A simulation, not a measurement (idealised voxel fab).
process module | voxel air gaps
cross-section cut | 175 nm wide | cells 5 nm
A cross-section is a grid of square cells, given in bands from the top down. A band is one or more rows of cells.
Each band's line starts with the height of the band's top and of its bottom, in nm. Then come its materials from left to right, each with its width in nm. One material with "throughout" fills the band from edge to edge. "air" is empty space.
Height 0 is the level under which the wafer as received is all one material. The lowest band goes on downwards, as in "0 down".
A width such as "30 to 40" changes by the same amount from each row of cells to the next, from the band's top row to its bottom row.
"no change" after a step means that no cell of the cross-section changed.
closed voids: empty space of 8 cells or more with no open way to the top, each as width x height at its distance from the left edge, in nm
after a step's settings: what the simulator itself notes on the step
overlay nm, on a step with a mask: how far to the right of its planned place the mask lay; to the left if negative
plan
1 op RECEIVE | material Si
2 op CONFORMAL_DEP | material SiO2 | thk nm 15
3 op CONFORMAL_DEP | material SiN | thk nm 5
4 op DIRECTIONAL_DEP | material SiO2 | thk nm 40
5 op MASKED_ETCH | tone open | mask id LINES | width nm 25 | pitch nm 50 | etch materials SiO2 | depth nm 40 | overlay nm 0
6 op CONFORMAL_DEP | material TiN | thk nm 5
7 op FILL_DEP | material Cu | thk nm 10
8 op CMP | height nm 60
9 op EPI | material Ru | thk nm 10
10 op SELECTIVE_ETCH | etch materials SiO2 | depth nm 50
11 op CONFORMAL_DEP | material SiCN | thk nm 5
as received, after step 1
  0 down: Si throughout
  closed voids: none
a wafer at the end: this start, this plan, one mistake
  75 to 70: air 15 | SiCN 150 | air 10
  70 to 60: air 15 | SiCN 5 | Ru 40 | SiCN 10 | Ru 40 | SiCN 10 | Ru 40 | SiCN 5 | air 10
  60 to 55: air 15 | SiCN 15 | TiN 5 | Cu 10 | TiN 5 | SiCN 30 | TiN 5 | Cu 10 | TiN 5 | SiCN 30 | TiN 5 | Cu 10 | TiN 5 | SiCN 15 | air 10
  55 to 25: air 25 | SiCN 5 | TiN 5 | Cu 10 | TiN 5 | SiCN 5 | air 20 | SiCN 5 | TiN 5 | Cu 10 | TiN 5 | SiCN 5 | air 20 | SiCN 5 | TiN 5 | Cu 10 | TiN 5 | SiCN 5 | air 20
  25 to 20: SiCN 30 | TiN 20 | SiCN 30 | TiN 20 | SiCN 30 | TiN 20 | SiCN 25
  20 to 15: SiN throughout
  15 to 0: SiO2 throughout
  0 down: Si throughout
  closed voids: 20 x 30 at 55; 20 x 30 at 105
what went wrong: step 5 ran as: op MASKED_ETCH | tone open | mask id LINES | width nm 20 | pitch nm 50 | etch materials SiO2 | depth nm 40 | overlay nm 0
